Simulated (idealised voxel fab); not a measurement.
Herein follows the process module entitled voxel released beams.
FYI the section here is cut, 215 nm wide, cells are 5 nm squares.
Square cells in a grid make up a cross-section in this document, and the grid is given as bands, listed from the top down, each one or more rows of cells.
First you get the band's top height and its bottom height, in nm, and then the materials it's made of, left to right, with each width in nm. If you see a single material with "all across", that one covers the band edge to edge. "empty" is empty space.
Heights are reckoned from 0. Under this level, the received wafer is all of one material. The bottommost band is open-ended downward, for example "0..down".
So if you see something like "30->40" for the width, read it as the top row of the band sitting at the first number and the bottom row at the second, with every row in between moving by the same amount as the last.
A step reported as "all unchanged" is a step in which no cell of the cross-section changed.
In "Closed void register" the enclosed voids are listed, meaning empty spaces of 8 cells or larger without any opening to the top. The form is width x height at distance, distance from the left edge, units nm.
after a step's settings: what the simulator itself notes on the step
overlay nm, on a step with a mask: how far to the right of its planned place the mask lay; to the left if negative

[Planned process steps]
step 1: RECEIVE: material Si
step 2: CONFORMAL_DEP: material SiN, thk nm 10
step 3: DIRECTIONAL_DEP: material SiO2, thk nm 15
step 4: PATTERN: tone open, mask id ANCHOR, material resist, width nm 45, thk nm 15, overlay nm 0
step 5: DIRECTIONAL_ETCH: etch materials SiO2, depth nm 15
step 6: STRIP: etch materials resist
step 7: CONFORMAL_DEP: material W, thk nm 15
step 8: MASKED_ETCH: tone cover, mask id BEAM, width nm 90, etch materials W, depth nm 15, overlay nm 0
step 9: STRIP: etch materials SiO2

[Account of the first of two wafers, which was processed as intended]

[Here's what the wafer looked like in cross-section when it arrived - that's after step 1]
* 0..down = Si all across
* Closed void register: none

[Cross-section: wafer state after step 2]
* 10..0 = SiN all across
* Beneath the level 0, the cross-section is identical to its previous state.

[Cross-section: wafer state after step 3]
* 25..10 = SiO2 all across
* Beneath the level 10, the cross-section is identical to its previous state.

[Cross-section: wafer state after step 4]
* 40..25 = 65 of resist; 45 of empty; 105 of resist
* Beneath the level 25, the cross-section is identical to its previous state.

[Cross-section: wafer state after step 5]
* 40..25 = 65 of resist; 45 of empty; 105 of resist
* 25..10 = 65 of SiO2; 45 of empty; 105 of SiO2
* Beneath the level 10, the cross-section is identical to its previous state.

[Cross-section: wafer state after step 6]
* 25..10 = 65 of SiO2; 45 of empty; 105 of SiO2
* Beneath the level 10, the cross-section is identical to its previous state.

[Cross-section: wafer state after step 7]
* 40..25 = 80 of W; 15 of empty; 120 of W
* 25..10 = 65 of SiO2; 45 of W; 105 of SiO2
* Beneath the level 10, the cross-section is identical to its previous state.

[Cross-section: wafer state after step 8]
* 40..25 = 60 of empty; 20 of W; 15 of empty; 55 of W; 65 of empty
* Beneath the level 25, the cross-section is identical to its previous state.

[Cross-section: wafer state after step 9]
* 40..25 = 60 of empty; 20 of W; 15 of empty; 55 of W; 65 of empty
* 25..10 = 65 of empty; 45 of W; 105 of empty
* Beneath the level 10, the cross-section is identical to its previous state.

[Second of two: same start, same plan, one run error; steps up to and including 1 match the first]

[Second wafer, sectioned view, at step 2's planned end time]
* 15..0 = SiO2 all across
* Beneath the level 0, the cross-section is identical to its previous state.

[Second wafer, sectioned view, at step 3's planned end time]
* 25..15 = SiN all across
* Beneath the level 15, the cross-section is identical to its previous state.

[Second wafer, sectioned view, at step 4's planned end time]
* 40..25 = 65 of resist; 45 of empty; 105 of resist
* Beneath the level 25, the cross-section is identical to its previous state.

Second wafer, sectioned view, at step 5's planned end time: all unchanged

[Second wafer, sectioned view, at step 6's planned end time]
* 25..15 = SiN all across
* Beneath the level 15, the cross-section is identical to its previous state.

[Second wafer, sectioned view, at step 7's planned end time]
* 40..25 = W all across
* Beneath the level 25, the cross-section is identical to its previous state.

[Second wafer, sectioned view, at step 8's planned end time]
* 40..25 = 60 of empty; 90 of W; 65 of empty
* Beneath the level 25, the cross-section is identical to its previous state.

Second wafer, sectioned view, at step 9's planned end time: all unchanged
The mistake made against the process plan was this: steps 2 and 3: order swapped relative to plan
Wrapping up, a cell-based count of both wafers puts the second over or under the first for these materials: +129 SiO2 | -18 W
